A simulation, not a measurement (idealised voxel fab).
Process module, titled voxel spacer lines
The width of the displayed cross-section, cut, is 175 nm; its cells are square, with a size of 5 nm.
Square cells in a grid make up a cross-section in this document, and the grid is given as bands, listed from the top down, each one or more rows of cells.
Band: top height; bottom height; in nm. Then, left to right: material with width in nm, for each material. "full width": a single material spanning edge to edge. "blank": empty space.
Heights are measured from 0, the level below which the as-received wafer is all one material; the lowest band has no bottom and continues downward, written as in "0 and below".
Per-row width for "30->40": begins at first number (top row of band), ends at second number (bottom row), increment between rows held constant.
The designation "everything unchanged", where it is given for a processing step, indicates that no cell of the cross-section was altered in the course of that step.
"Fully sealed voids": sealed empty spaces, 8 cells or more, no open way to top, listed width x height at distance, with distance from the left edge and width, height and distance in nm.
Step line, after settings: the simulator's comment on this step.
overlay nm: mask offset rightward from planned place, masked step; negative means leftward offset.
SO HERE'S THE LINEUP OF PROCESS STEPS WE PLANNED
- 1: RECEIVE: material Si
- 2: CONFORMAL_DEP: material Al2O3, thk nm 10
- 3: DIRECTIONAL_DEP: material W, thk nm 15
- 4: DIRECTIONAL_DEP: material polySi, thk nm 30
- 5: PATTERN: tone cover, mask id MANDREL, material resist, width nm 15, pitch nm 50, thk nm 35, overlay nm 0
- 6: DIRECTIONAL_ETCH: etch materials polySi, depth nm 30
- 7: STRIP: etch materials resist
- 8: CONFORMAL_DEP: material SiO2, thk nm 10
- 9: DIRECTIONAL_ETCH: etch materials SiO2, depth nm 10
- 10: STRIP: etch materials polySi
- 11: DIRECTIONAL_ETCH: etch materials W, depth nm 15
- 12: STRIP: etch materials SiO2
- 13: FILL_DEP: material lowk, thk nm 10
- 14: CMP: height nm 25
WAFER AS RECEIVED: CROSS-SECTION FOLLOWING STEP 1
* 0 and below = Si full width
* Fully sealed voids: none
CROSS-SECTION, FIRST OF TWO WAFERS, END OF MODULE, RUN AS PLANNED
* 25 down to 10 = lowk 20 nm, W 10 nm, lowk 15 nm, W 10 nm, lowk 15 nm, W 10 nm, lowk 15 nm, W 10 nm, lowk 15 nm, W 10 nm, lowk 15 nm, W 10 nm, lowk 20 nm
* 10 down to 0 = Al2O3 full width
* 0 and below = Si full width
* Fully sealed voids: none
CROSS-SECTION, WAFER TWO OF TWO, END OF MODULE: SAME START AND PLAN AS WAFER ONE, ONE ERROR IN EXECUTION
* 25 down to 10 = lowk 15 nm, W 10 nm, lowk 25 nm, W 10 nm, lowk 5 nm, W 10 nm, lowk 25 nm, W 10 nm, lowk 5 nm, W 10 nm, lowk 25 nm, W 10 nm, lowk 15 nm
* 10 down to 0 = Al2O3 full width
* 0 and below = Si full width
* Fully sealed voids: none
What went wrong in running the wafer? so step 5 ended up running with a different setting than we planned, it ran as PATTERN: tone cover, mask id MANDREL, material resist, width nm 25, pitch nm 50, thk nm 35, overlay nm 0
At the close, every material occupies the same number of cells on the second wafer as on the first, only in different positions.
